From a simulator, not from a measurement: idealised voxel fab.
Process module name: voxel capacitor over wiring
The width of the displayed cross-section, cut, is 220 nm; its cells are square, with a size of 5 nm.
We lay out every cross-section as a grid of square cells and spell it out in bands from the top down, where one band means one or more rows of cells.
Top, bottom (nm), then materials left to right with widths (nm); lone material tagged "everywhere" fills the whole band edge to edge; "empty" = empty space.
Note: height 0 marks the level under which the wafer is uniformly one material as received. Lowest band unbounded below, written "0 nm and below".
Per-row width for "30 to 40": begins at first number (top row of band), ends at second number (bottom row), increment between rows held constant.
Where a step carries "all unchanged", the cross-section came out of it unchanged, cell for cell.
For the entry "Enclosed void inventory", the listed items are empty spaces with no open way to the top whose size is 8 cells or more; each item follows the pattern width x height at distance, where distance is from the left edge and all three are in nm.
Note: text after step settings on the step line = simulator remark on that step.
You can add "overlay nm" to a step's line. For a step with a mask, it describes how far the mask lay to the right of its planned position, and a negative number describes a lay to the left.
So the way this works: pairs, before and after one process step. The after picture only goes down to the lowest band that actually changed, nothing below. Step and its settings are under each pair. And watch out, pairs might come from different runs of this module, same starting wafer though, so a pair only follows on from the one above if its "Pre-process" entry tells you so.

Pre-process
	75 nm to 70 nm  empty 60  TiN 75  empty 85
	70 nm to 65 nm  Al2O3 everywhere
	65 nm to 55 nm  TiN everywhere
	55 nm to 40 nm  lowk 60  Ru 15  lowk 145
	40 nm to 35 nm  SiCN 60  Ru 15  SiCN 145
	35 nm to 20 nm  lowk 40  SiN 5  W 30  SiN 5  lowk 60  SiN 5  W 30  SiN 5  lowk 40
	20 nm to 15 nm  lowk 35  SiN 10  W 30  SiN 10  lowk 50  SiN 10  W 30  SiN 10  lowk 35
	15 nm to 10 nm  SiN 40  TiN 40  SiN 60  TiN 40  SiN 40
	10 nm to 0 nm  SiO2 everywhere
	0 nm and below  Si everywhere
	Enclosed void inventory: none

After the Step
	75 nm to 70 nm  empty 60  TiN 75  empty 85
	70 nm to 65 nm  empty 60  Al2O3 75  empty 85
	Note: structure below 65 unchanged.
	Enclosed void inventory: none
Upper to lower cross-section via op MASKED_ETCH | tone cover | mask id UPPER_PLATE | width nm 75 | etch materials Al2O3 | depth nm 5 | overlay nm 0

Pre-process: The initial state for this step is given by the after cross-section of the immediately preceding pair.

After the Step
	75 nm to 70 nm  empty 60  TiN 75  empty 85
	70 nm to 65 nm  empty 60  Al2O3 75  empty 85
	65 nm to 55 nm  empty 55  TiN 85  empty 80
	Note: structure below 55 unchanged.
	Enclosed void inventory: none
Upper to lower cross-section via op MASKED_ETCH | tone cover | mask id LOWER_PLATE | width nm 85 | etch materials TiN | depth nm 10 | overlay nm 0

Pre-process: The initial state for this step is given by the after cross-section of the immediately preceding pair.

After the Step
	90 nm to 75 nm  SiO2 everywhere
	75 nm to 70 nm  SiO2 60  TiN 75  SiO2 85
	70 nm to 65 nm  SiO2 60  Al2O3 75  SiO2 85
	65 nm to 55 nm  SiO2 55  TiN 85  SiO2 80
	Note: structure below 55 unchanged.
	Enclosed void inventory: none
Upper to lower cross-section via op FILL_DEP | material SiO2 | thk nm 15

Pre-process: The initial state for this step is given by the after cross-section of the immediately preceding pair.

After the Step
	85 nm to 75 nm  SiO2 everywhere
	Note: structure below 75 unchanged.
	Enclosed void inventory: none
Upper to lower cross-section via op CMP | height nm 85

Pre-process: The initial state for this step is given by the after cross-section of the immediately preceding pair.

After the Step
	85 nm to 75 nm  SiO2 70  empty 15  SiO2 135
	Note: structure below 75 unchanged.
	Enclosed void inventory: none
Upper to lower cross-section via op MASKED_ETCH | tone open | mask id PLUG_2 | width nm 15 | etch materials SiO2 | depth nm 10 | overlay nm 0

Pre-process: The initial state for this step is given by the after cross-section of the immediately preceding pair.

After the Step
	90 nm to 85 nm  TiN 75  empty 5  TiN 140
	85 nm to 80 nm  SiO2 70  TiN 5  empty 5  TiN 5  SiO2 135
	80 nm to 70 nm  SiO2 70 to 60  TiN 15 to 75  SiO2 135 to 85
	Note: structure below 70 unchanged.
	Enclosed void inventory: none
Upper to lower cross-section via op CONFORMAL_DEP | material TiN | thk nm 5

Pre-process: The initial state for this step is given by the after cross-section of the immediately preceding pair.

After the Step
	100 nm to 90 nm  W everywhere
	90 nm to 85 nm  TiN 75  W 5  TiN 140
	85 nm to 80 nm  SiO2 70  TiN 5  W 5  TiN 5  SiO2 135
	Note: structure below 80 unchanged.
	Enclosed void inventory: none
Upper to lower cross-section via op FILL_DEP | material W | thk nm 10

Pre-process: The initial state for this step is given by the after cross-section of the immediately preceding pair.

After the Step
	85 nm to 80 nm  SiO2 70  TiN 5  W 5  TiN 5  SiO2 135
	Note: structure below 80 unchanged.
	Enclosed void inventory: none
Upper to lower cross-section via op CMP | height nm 85

Pre-process: The initial state for this step is given by the after cross-section of the immediately preceding pair.

After the Step
	90 nm to 85 nm  SiN everywhere
	Note: structure below 85 unchanged.
	Enclosed void inventory: none
Upper to lower cross-section via op CONFORMAL_DEP | material SiN | thk nm 5

Pre-process
	75 nm to 70 nm  empty 60  TiN 75  empty 85
	70 nm to 65 nm  empty 60  Al2O3 75  empty 85
	65 nm to 55 nm  TiN everywhere
	55 nm to 40 nm  lowk 60  Ru 15  lowk 145
	40 nm to 35 nm  SiCN 60  Ru 15  SiCN 145
	35 nm to 15 nm  lowk 40  SiN 5  W 30  SiN 5  lowk 60  SiN 5  W 30  SiN 5  lowk 40
	15 nm to 10 nm  SiN 45  TiN 30  SiN 70  TiN 30  SiN 45
	10 nm to 0 nm  SiO2 everywhere
	0 nm and below  Si everywhere
	Enclosed void inventory: none

After the Step
	75 nm to 70 nm  empty 60  TiN 75  empty 85
	70 nm to 65 nm  empty 60  Al2O3 75  empty 85
	65 nm to 55 nm  empty 50  TiN 85  empty 85
	Note: structure below 55 unchanged.
	Enclosed void inventory: none
Upper to lower cross-section via op MASKED_ETCH | tone cover | mask id LOWER_PLATE | width nm 85 | etch materials TiN | depth nm 10 | overlay nm -5

Pre-process: The initial state for this step is given by the after cross-section of the immediately preceding pair.

After the Step
	90 nm to 75 nm  SiO2 everywhere
	75 nm to 70 nm  SiO2 60  TiN 75  SiO2 85
	70 nm to 65 nm  SiO2 60  Al2O3 75  SiO2 85
	65 nm to 55 nm  SiO2 50  TiN 85  SiO2 85
	Note: structure below 55 unchanged.
	Enclosed void inventory: none
Upper to lower cross-section via op FILL_DEP | material SiO2 | thk nm 15

Pre-process: The initial state for this step is given by the after cross-section of the immediately preceding pair.

After the Step
	85 nm to 75 nm  SiO2 everywhere
	Note: structure below 75 unchanged.
	Enclosed void inventory: none
Upper to lower cross-section via op CMP | height nm 85

Pre-process: The initial state for this step is given by the after cross-section of the immediately preceding pair.

After the Step
	85 nm to 75 nm  SiO2 70  empty 15  SiO2 135
	Note: structure below 75 unchanged.
	Enclosed void inventory: none
Upper to lower cross-section via op MASKED_ETCH | tone open | mask id PLUG_2 | width nm 15 | etch materials SiO2 | depth nm 10 | overlay nm 0

Pre-process: The initial state for this step is given by the after cross-section of the immediately preceding pair.

After the Step
	90 nm to 85 nm  TiN 75  empty 5  TiN 140
	85 nm to 80 nm  SiO2 70  TiN 5  empty 5  TiN 5  SiO2 135
	80 nm to 70 nm  SiO2 70 to 60  TiN 15 to 75  SiO2 135 to 85
	Note: structure below 70 unchanged.
	Enclosed void inventory: none
Upper to lower cross-section via op CONFORMAL_DEP | material TiN | thk nm 5

Pre-process: The initial state for this step is given by the after cross-section of the immediately preceding pair.

After the Step
	100 nm to 90 nm  W everywhere
	90 nm to 85 nm  TiN 75  W 5  TiN 140
	85 nm to 80 nm  SiO2 70  TiN 5  W 5  TiN 5  SiO2 135
	Note: structure below 80 unchanged.
	Enclosed void inventory: none
Upper to lower cross-section via op FILL_DEP | material W | thk nm 10

Pre-process: The initial state for this step is given by the after cross-section of the immediately preceding pair.

After the Step
	85 nm to 80 nm  SiO2 70  TiN 5  W 5  TiN 5  SiO2 135
	Note: structure below 80 unchanged.
	Enclosed void inventory: none
Upper to lower cross-section via op CMP | height nm 85

Pre-process: The initial state for this step is given by the after cross-section of the immediately preceding pair.

After the Step
	90 nm to 85 nm  SiN everywhere
	Note: structure below 85 unchanged.
	Enclosed void inventory: none
Upper to lower cross-section via op CONFORMAL_DEP | material SiN | thk nm 5

Pre-process
	15 nm to 10 nm  TiN everywhere
	10 nm to 0 nm  SiO2 everywhere
	0 nm and below  Si everywhere
	Enclosed void inventory: none

After the Step
	35 nm to 15 nm  lowk everywhere
	Note: structure below 15 unchanged.
	Enclosed void inventory: none
Upper to lower cross-section via op DIRECTIONAL_DEP | material lowk | thk nm 20

Pre-process: The initial state for this step is given by the after cross-section of the immediately preceding pair.

After the Step
	40 nm to 35 nm  SiN everywhere
	Note: structure below 35 unchanged.
	Enclosed void inventory: none
Upper to lower cross-section via op CONFORMAL_DEP | material SiN | thk nm 5

Pre-process: The initial state for this step is given by the after cross-section of the immediately preceding pair.

After the Step
	50 nm to 40 nm  lowk everywhere
	Note: structure below 40 unchanged.
	Enclosed void inventory: none
Upper to lower cross-section via op FILL_DEP | material lowk | thk nm 10

Pre-process: The initial state for this step is given by the after cross-section of the immediately preceding pair.

After the Step
	35 nm to 15 nm  lowk everywhere
	Note: structure below 15 unchanged.
	Enclosed void inventory: none
Upper to lower cross-section via op CMP | height nm 35

Pre-process: The initial state for this step is given by the after cross-section of the immediately preceding pair.

After the Step
	40 nm to 35 nm  SiCN everywhere
	Note: structure below 35 unchanged.
	Enclosed void inventory: none
Upper to lower cross-section via op CONFORMAL_DEP | material SiCN | thk nm 5

Pre-process: The initial state for this step is given by the after cross-section of the immediately preceding pair.

After the Step
	55 nm to 40 nm  lowk everywhere
	Note: structure below 40 unchanged.
	Enclosed void inventory: none
Upper to lower cross-section via op DIRECTIONAL_DEP | material lowk | thk nm 15

Pre-process: The initial state for this step is given by the after cross-section of the immediately preceding pair.

After the Step
	70 nm to 55 nm  resist 60  empty 15  resist 145
	Note: structure below 55 unchanged.
	Enclosed void inventory: none
Upper to lower cross-section via op PATTERN | tone open | mask id PLUG_1 | material resist | width nm 15 | thk nm 15 | overlay nm 0

Pre-process: The initial state for this step is given by the after cross-section of the immediately preceding pair.

After the Step
	70 nm to 55 nm  resist 60  empty 15  resist 145
	55 nm to 40 nm  lowk 60  empty 15  lowk 145
	Note: structure below 40 unchanged.
	Enclosed void inventory: none
Upper to lower cross-section via op DIRECTIONAL_ETCH | etch materials lowk | depth nm 15

Pre-process: The initial state for this step is given by the after cross-section of the immediately preceding pair.

After the Step
	70 nm to 55 nm  resist 60  empty 15  resist 145
	55 nm to 40 nm  lowk 60  empty 15  lowk 145
	40 nm to 35 nm  SiCN 60  empty 15  SiCN 145
	Note: structure below 35 unchanged.
	Enclosed void inventory: none
Upper to lower cross-section via op DIRECTIONAL_ETCH | etch materials SiCN | depth nm 5

Pre-process: The initial state for this step is given by the after cross-section of the immediately preceding pair.

After the Step
	55 nm to 40 nm  lowk 60  empty 15  lowk 145
	Note: structure below 40 unchanged.
	Enclosed void inventory: none
Upper to lower cross-section via op STRIP | etch materials resist

Pre-process: The initial state for this step is given by the after cross-section of the immediately preceding pair.

After the Step
	65 nm to 55 nm  TiN 60  empty 15  TiN 145
	55 nm to 45 nm  lowk 60  empty 15  lowk 145
	45 nm to 40 nm  lowk 60  TiN 15  lowk 145
	40 nm to 35 nm  SiCN 60  TiN 15  SiCN 145
	Note: structure below 35 unchanged.
	Enclosed void inventory: none
Upper to lower cross-section via op DIRECTIONAL_DEP | material TiN | thk nm 10

Pre-process: The initial state for this step is given by the after cross-section of the immediately preceding pair.

After the Step
	70 nm to 65 nm  Al2O3 60  empty 15  Al2O3 145
	65 nm to 55 nm  TiN 60  empty 15  TiN 145
	55 nm to 50 nm  lowk 60  empty 15  lowk 145
	50 nm to 45 nm  lowk 60  Al2O3 15  lowk 145
	Note: structure below 45 unchanged.
	Enclosed void inventory: none
Upper to lower cross-section via op DIRECTIONAL_DEP | material Al2O3 | thk nm 5

Pre-process: The initial state for this step is given by the after cross-section of the immediately preceding pair.

After the Step
	75 nm to 70 nm  TiN 60  empty 15  TiN 145
	70 nm to 65 nm  Al2O3 60  empty 15  Al2O3 145
	65 nm to 55 nm  TiN 60  empty 15  TiN 145
	55 nm to 50 nm  lowk 60  TiN 15  lowk 145
	Note: structure below 50 unchanged.
	Enclosed void inventory: none
Upper to lower cross-section via op DIRECTIONAL_DEP | material TiN | thk nm 5

Pre-process: The initial state for this step is given by the after cross-section of the immediately preceding pair.

After the Step
	75 nm to 70 nm  empty 75  TiN 60  empty 85
	Note: structure below 70 unchanged.
	Enclosed void inventory: none
Upper to lower cross-section via op MASKED_ETCH | tone cover | mask id UPPER_PLATE | width nm 75 | etch materials TiN | depth nm 5 | overlay nm 0

Pre-process: The initial state for this step is given by the after cross-section of the immediately preceding pair.

After the Step
	75 nm to 70 nm  empty 75  TiN 60  empty 85
	70 nm to 65 nm  empty 75  Al2O3 60  empty 85
	Note: structure below 65 unchanged.
	Enclosed void inventory: none
Upper to lower cross-section via op MASKED_ETCH | tone cover | mask id UPPER_PLATE | width nm 75 | etch materials Al2O3 | depth nm 5 | overlay nm 0

Pre-process: The initial state for this step is given by the after cross-section of the immediately preceding pair.

After the Step
	75 nm to 70 nm  empty 75  TiN 60  empty 85
	70 nm to 65 nm  empty 75  Al2O3 60  empty 85
	65 nm to 55 nm  empty 55  TiN 5  empty 15  TiN 65  empty 80
	Note: structure below 55 unchanged.
	Enclosed void inventory: none
Upper to lower cross-section via op MASKED_ETCH | tone cover | mask id LOWER_PLATE | width nm 85 | etch materials TiN | depth nm 10 | overlay nm 0

Pre-process: The initial state for this step is given by the after cross-section of the immediately preceding pair.

After the Step
	90 nm to 75 nm  SiO2 everywhere
	75 nm to 70 nm  SiO2 75  TiN 60  SiO2 85
	70 nm to 65 nm  SiO2 75  Al2O3 60  SiO2 85
	65 nm to 55 nm  SiO2 55  TiN 5  SiO2 15  TiN 65  SiO2 80
	Note: structure below 55 unchanged.
	Enclosed void inventory: none
Upper to lower cross-section via op FILL_DEP | material SiO2 | thk nm 15

Pre-process: The initial state for this step is given by the after cross-section of the immediately preceding pair.

After the Step
	85 nm to 75 nm  SiO2 everywhere
	Note: structure below 75 unchanged.
	Enclosed void inventory: none
Upper to lower cross-section via op CMP | height nm 85

Pre-process: The initial state for this step is given by the after cross-section of the immediately preceding pair.

After the Step
	85 nm to 75 nm  SiO2 70  empty 15  SiO2 135
	Note: structure below 75 unchanged.
	Enclosed void inventory: none
Upper to lower cross-section via op MASKED_ETCH | tone open | mask id PLUG_2 | width nm 15 | etch materials SiO2 | depth nm 10 | overlay nm 0

Pre-process: The initial state for this step is given by the after cross-section of the immediately preceding pair.

After the Step
	90 nm to 85 nm  TiN 75  empty 5  TiN 140
	85 nm to 80 nm  SiO2 70  TiN 5  empty 5  TiN 5  SiO2 135
	80 nm to 70 nm  SiO2 70 to 75  TiN 15 to 60  SiO2 135 to 85
	Note: structure below 70 unchanged.
	Enclosed void inventory: none
Upper to lower cross-section via op CONFORMAL_DEP | material TiN | thk nm 5

Pre-process: The initial state for this step is given by the after cross-section of the immediately preceding pair.

After the Step
	100 nm to 90 nm  W everywhere
	90 nm to 85 nm  TiN 75  W 5  TiN 140
	85 nm to 80 nm  SiO2 70  TiN 5  W 5  TiN 5  SiO2 135
	Note: structure below 80 unchanged.
	Enclosed void inventory: none
Upper to lower cross-section via op FILL_DEP | material W | thk nm 10

Pre-process: The initial state for this step is given by the after cross-section of the immediately preceding pair.

After the Step
	85 nm to 80 nm  SiO2 70  TiN 5  W 5  TiN 5  SiO2 135
	Note: structure below 80 unchanged.
	Enclosed void inventory: none
Upper to lower cross-section via op CMP | height nm 85

Pre-process: The initial state for this step is given by the after cross-section of the immediately preceding pair.

After the Step
	90 nm to 85 nm  SiN everywhere
	Note: structure below 85 unchanged.
	Enclosed void inventory: none
Upper to lower cross-section via op CONFORMAL_DEP | material SiN | thk nm 5

Pre-process
	35 nm to 15 nm  W everywhere
	15 nm to 10 nm  TiN everywhere
	10 nm to 0 nm  SiO2 everywhere
	0 nm and below  Si everywhere
	Enclosed void inventory: none

After the Step
	35 nm to 15 nm  W 45  empty 30  W 70  empty 30  W 45
	Note: structure below 15 unchanged.
	Enclosed void inventory: none
Upper to lower cross-section via op MASKED_ETCH | tone open | mask id METAL_1 | width nm 30 | pitch nm 100 | etch materials W | depth nm 20 | overlay nm 0

Pre-process: The initial state for this step is given by the after cross-section of the immediately preceding pair.

After the Step
	40 nm to 35 nm  SiN 50  empty 20  SiN 80  empty 20  SiN 50
	35 nm to 20 nm  W 45  SiN 5  empty 20  SiN 5  W 70  SiN 5  empty 20  SiN 5  W 45
	20 nm to 15 nm  W 45  SiN 30  W 70  SiN 30  W 45
	Note: structure below 15 unchanged.
	Enclosed void inventory: none
Upper to lower cross-section via op CONFORMAL_DEP | material SiN | thk nm 5

Pre-process: The initial state for this step is given by the after cross-section of the immediately preceding pair.

After the Step
	50 nm to 40 nm  lowk everywhere
	40 nm to 35 nm  SiN 50  lowk 20  SiN 80  lowk 20  SiN 50
	35 nm to 20 nm  W 45  SiN 5  lowk 20  SiN 5  W 70  SiN 5  lowk 20  SiN 5  W 45
	Note: structure below 20 unchanged.
	Enclosed void inventory: none
Upper to lower cross-section via op FILL_DEP | material lowk | thk nm 10

Pre-process: The initial state for this step is given by the after cross-section of the immediately preceding pair.

After the Step
	35 nm to 20 nm  W 45  SiN 5  lowk 20  SiN 5  W 70  SiN 5  lowk 20  SiN 5  W 45
	Note: structure below 20 unchanged.
	Enclosed void inventory: none
Upper to lower cross-section via op CMP | height nm 35

Pre-process: The initial state for this step is given by the after cross-section of the immediately preceding pair.

After the Step
	40 nm to 35 nm  SiCN everywhere
	Note: structure below 35 unchanged.
	Enclosed void inventory: none
Upper to lower cross-section via op CONFORMAL_DEP | material SiCN | thk nm 5

Pre-process: The initial state for this step is given by the after cross-section of the immediately preceding pair.

After the Step
	55 nm to 40 nm  lowk everywhere
	Note: structure below 40 unchanged.
	Enclosed void inventory: none
Upper to lower cross-section via op DIRECTIONAL_DEP | material lowk | thk nm 15

Pre-process: The initial state for this step is given by the after cross-section of the immediately preceding pair.

After the Step
	70 nm to 55 nm  resist 60  empty 15  resist 145
	Note: structure below 55 unchanged.
	Enclosed void inventory: none
Upper to lower cross-section via op PATTERN | tone open | mask id PLUG_1 | material resist | width nm 15 | thk nm 15 | overlay nm 0

Pre-process: The initial state for this step is given by the after cross-section of the immediately preceding pair.

After the Step
	70 nm to 55 nm  resist 60  empty 15  resist 145
	55 nm to 40 nm  lowk 60  empty 15  lowk 145
	Note: structure below 40 unchanged.
	Enclosed void inventory: none
Upper to lower cross-section via op DIRECTIONAL_ETCH | etch materials lowk | depth nm 15

Pre-process: The initial state for this step is given by the after cross-section of the immediately preceding pair.

After the Step
	70 nm to 55 nm  resist 60  empty 15  resist 145
	55 nm to 40 nm  lowk 60  empty 15  lowk 145
	40 nm to 35 nm  SiCN 60  empty 15  SiCN 145
	Note: structure below 35 unchanged.
	Enclosed void inventory: none
Upper to lower cross-section via op DIRECTIONAL_ETCH | etch materials SiCN | depth nm 5

Pre-process: The initial state for this step is given by the after cross-section of the immediately preceding pair.

After the Step
	55 nm to 40 nm  lowk 60  empty 15  lowk 145
	Note: structure below 40 unchanged.
	Enclosed void inventory: none
Upper to lower cross-section via op STRIP | etch materials resist

Pre-process: The initial state for this step is given by the after cross-section of the immediately preceding pair.

After the Step
	65 nm to 55 nm  TiN 60  empty 15  TiN 145
	55 nm to 45 nm  lowk 60  empty 15  lowk 145
	45 nm to 40 nm  lowk 60  TiN 15  lowk 145
	40 nm to 35 nm  SiCN 60  TiN 15  SiCN 145
	Note: structure below 35 unchanged.
	Enclosed void inventory: none
Upper to lower cross-section via op DIRECTIONAL_DEP | material TiN | thk nm 10

Pre-process: The initial state for this step is given by the after cross-section of the immediately preceding pair.

After the Step
	70 nm to 65 nm  Al2O3 60  empty 15  Al2O3 145
	65 nm to 55 nm  TiN 60  empty 15  TiN 145
	55 nm to 50 nm  lowk 60  empty 15  lowk 145
	50 nm to 45 nm  lowk 60  Al2O3 15  lowk 145
	Note: structure below 45 unchanged.
	Enclosed void inventory: none
Upper to lower cross-section via op DIRECTIONAL_DEP | material Al2O3 | thk nm 5

Pre-process: The initial state for this step is given by the after cross-section of the immediately preceding pair.

After the Step
	75 nm to 70 nm  TiN 60  empty 15  TiN 145
	70 nm to 65 nm  Al2O3 60  empty 15  Al2O3 145
	65 nm to 55 nm  TiN 60  empty 15  TiN 145
	55 nm to 50 nm  lowk 60  TiN 15  lowk 145
	Note: structure below 50 unchanged.
	Enclosed void inventory: none
Upper to lower cross-section via op DIRECTIONAL_DEP | material TiN | thk nm 5

Pre-process: The initial state for this step is given by the after cross-section of the immediately preceding pair.

After the Step
	75 nm to 70 nm  empty 75  TiN 60  empty 85
	Note: structure below 70 unchanged.
	Enclosed void inventory: none
Upper to lower cross-section via op MASKED_ETCH | tone cover | mask id UPPER_PLATE | width nm 75 | etch materials TiN | depth nm 5 | overlay nm 0

Pre-process: The initial state for this step is given by the after cross-section of the immediately preceding pair.

After the Step
	75 nm to 70 nm  empty 75  TiN 60  empty 85
	70 nm to 65 nm  empty 75  Al2O3 60  empty 85
	Note: structure below 65 unchanged.
	Enclosed void inventory: none
Upper to lower cross-section via op MASKED_ETCH | tone cover | mask id UPPER_PLATE | width nm 75 | etch materials Al2O3 | depth nm 5 | overlay nm 0

Pre-process: The initial state for this step is given by the after cross-section of the immediately preceding pair.

After the Step
	75 nm to 70 nm  empty 75  TiN 60  empty 85
	70 nm to 65 nm  empty 75  Al2O3 60  empty 85
	65 nm to 55 nm  empty 55  TiN 5  empty 15  TiN 65  empty 80
	Note: structure below 55 unchanged.
	Enclosed void inventory: none
Upper to lower cross-section via op MASKED_ETCH | tone cover | mask id LOWER_PLATE | width nm 85 | etch materials TiN | depth nm 10 | overlay nm 0

Pre-process: The initial state for this step is given by the after cross-section of the immediately preceding pair.

After the Step
	90 nm to 75 nm  SiO2 everywhere
	75 nm to 70 nm  SiO2 75  TiN 60  SiO2 85
	70 nm to 65 nm  SiO2 75  Al2O3 60  SiO2 85
	65 nm to 55 nm  SiO2 55  TiN 5  SiO2 15  TiN 65  SiO2 80
	Note: structure below 55 unchanged.
	Enclosed void inventory: none
Upper to lower cross-section via op FILL_DEP | material SiO2 | thk nm 15

Pre-process: The initial state for this step is given by the after cross-section of the immediately preceding pair.

After the Step
	85 nm to 75 nm  SiO2 everywhere
	Note: structure below 75 unchanged.
	Enclosed void inventory: none
Upper to lower cross-section via op CMP | height nm 85

Pre-process: The initial state for this step is given by the after cross-section of the immediately preceding pair.

After the Step
	85 nm to 75 nm  SiO2 70  empty 15  SiO2 135
	Note: structure below 75 unchanged.
	Enclosed void inventory: none
Upper to lower cross-section via op MASKED_ETCH | tone open | mask id PLUG_2 | width nm 15 | etch materials SiO2 | depth nm 10 | overlay nm 0

Pre-process: The initial state for this step is given by the after cross-section of the immediately preceding pair.

After the Step
	90 nm to 85 nm  TiN 75  empty 5  TiN 140
	85 nm to 80 nm  SiO2 70  TiN 5  empty 5  TiN 5  SiO2 135
	80 nm to 70 nm  SiO2 70 to 75  TiN 15 to 60  SiO2 135 to 85
	Note: structure below 70 unchanged.
	Enclosed void inventory: none
Upper to lower cross-section via op CONFORMAL_DEP | material TiN | thk nm 5

Pre-process: The initial state for this step is given by the after cross-section of the immediately preceding pair.

After the Step
	100 nm to 90 nm  W everywhere
	90 nm to 85 nm  TiN 75  W 5  TiN 140
	85 nm to 80 nm  SiO2 70  TiN 5  W 5  TiN 5  SiO2 135
	Note: structure below 80 unchanged.
	Enclosed void inventory: none
Upper to lower cross-section via op FILL_DEP | material W | thk nm 10

Pre-process: The initial state for this step is given by the after cross-section of the immediately preceding pair.

After the Step
	85 nm to 80 nm  SiO2 70  TiN 5  W 5  TiN 5  SiO2 135
	Note: structure below 80 unchanged.
	Enclosed void inventory: none
Upper to lower cross-section via op CMP | height nm 85

Pre-process: The initial state for this step is given by the after cross-section of the immediately preceding pair.

After the Step
	90 nm to 85 nm  SiN everywhere
	Note: structure below 85 unchanged.
	Enclosed void inventory: none
Upper to lower cross-section via op CONFORMAL_DEP | material SiN | thk nm 5
